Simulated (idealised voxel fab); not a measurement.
process module | voxel self aligned vias
cross-section cut | 270 nm wide | cells 5 nm
A cross-section is a grid of square cells, given in bands from the top down. A band is one or more rows of cells.
Each band's line starts with the height of the band's top and of its bottom, in nm. Then come its materials from left to right, each with its width in nm. One material with "throughout" fills the band from edge to edge. "air" is empty space.
Height 0 is the level under which the wafer as received is all one material. The lowest band goes on downwards, as in "0 down".
A width such as "30 to 40" changes by the same amount from each row of cells to the next, from the band's top row to its bottom row.
"no change" after a step means that no cell of the cross-section changed.
closed voids: empty space of 8 cells or more with no open way to the top, each as width x height at its distance from the left edge, in nm
after a step's settings: what the simulator itself notes on the step
overlay nm, on a step with a mask: how far to the right of its planned place the mask lay; to the left if negative
plan
1 op RECEIVE | material Si
2 op CONFORMAL_DEP | material SiO2 | thk nm 15
3 op CONFORMAL_DEP | material SiCN | thk nm 5
4 op DIRECTIONAL_DEP | material SiO2 | thk nm 25
5 op MASKED_ETCH | tone open | mask id LINES | width nm 30 | pitch nm 80 | etch materials SiO2 | depth nm 25 | overlay nm 0
6 op CONFORMAL_DEP | material TiN | thk nm 5
7 op FILL_DEP | material W | thk nm 10
8 op CMP | height nm 45
9 op SELECTIVE_ETCH | etch materials W Ru TiN | depth nm 10
10 op FILL_DEP | material SiN | thk nm 10
11 op CMP | height nm 45
12 op DIRECTIONAL_DEP | material SiO2 | thk nm 15
13 op PATTERN | tone open | mask id VIAS | material resist | width nm 40 | pitch nm 80 | thk nm 20 | overlay nm 0
14 op DIRECTIONAL_ETCH | etch materials SiO2 | depth nm 15
15 op DIRECTIONAL_ETCH | etch materials SiN | depth nm 10
16 op STRIP | etch materials resist
17 op CONFORMAL_DEP | material TiN | thk nm 5
18 op FILL_DEP | material W | thk nm 10
19 op CMP | height nm 60
20 op CONFORMAL_DEP | material SiCN | thk nm 5
varied across the wafers: width nm of step 13. The plan shows the first wafer's value. All wafers start alike
first wafer as received, after step 1
  0 down: Si throughout
  closed voids: none
first wafer at the end, after step 20
  65 to 60: SiCN throughout
  60 to 50: SiO2 75 | TiN 5 | W 30 | TiN 5 | SiO2 40 | TiN 5 | W 30 | TiN 5 | SiO2 75
  50 to 40: SiO2 75 to 80 | TiN 10 to 5 | W 20 | TiN 10 to 5 | SiO2 40 to 50 | TiN 10 to 5 | W 20 | TiN 10 to 5 | SiO2 75 to 80
  40 to 35: SiO2 80 | TiN 30 | SiO2 50 | TiN 30 | SiO2 80
  35 to 25: SiO2 80 | TiN 5 | W 20 | TiN 5 | SiO2 50 | TiN 5 | W 20 | TiN 5 | SiO2 80
  25 to 20: SiO2 80 | TiN 30 | SiO2 50 | TiN 30 | SiO2 80
  20 to 15: SiCN throughout
  15 to 0: SiO2 throughout
  0 down: Si throughout
  closed voids: none
last wafer at the end
  65 to 60: SiCN throughout
  60 to 50: SiO2 65 | TiN 5 | W 55 | TiN 5 | SiO2 15 | TiN 5 | W 55 | TiN 5 | SiO2 60
  50 to 40: SiO2 65 to 80 | TiN 20 to 5 | W 20 | TiN 25 to 5 | SiO2 15 to 50 | TiN 20 to 5 | W 20 | TiN 25 to 5 | SiO2 60 to 80
  40 to 35: SiO2 80 | TiN 30 | SiO2 50 | TiN 30 | SiO2 80
  35 to 25: SiO2 80 | TiN 5 | W 20 | TiN 5 | SiO2 50 | TiN 5 | W 20 | TiN 5 | SiO2 80
  25 to 20: SiO2 80 | TiN 30 | SiO2 50 | TiN 30 | SiO2 80
  20 to 15: SiCN throughout
  15 to 0: SiO2 throughout
  0 down: Si throughout
  closed voids: none
each wafer at the end: cells of each material gained (+) or lost (-) since it was received, then its closed voids
width nm 40 | +108 SiCN | +486 SiO2 | +52 TiN | +56 W | closed voids: none
width nm 45 | +108 SiCN | +480 SiO2 | +54 TiN | +60 W | closed voids: none
width nm 50 | +108 SiCN | +474 SiO2 | +56 TiN | +64 W | closed voids: none
width nm 55 | +108 SiCN | +468 SiO2 | +58 TiN | +68 W | closed voids: none
width nm 60 | +108 SiCN | +462 SiO2 | +60 TiN | +72 W | closed voids: none
width nm 65 | +108 SiCN | +456 SiO2 | +62 TiN | +76 W | closed voids: none
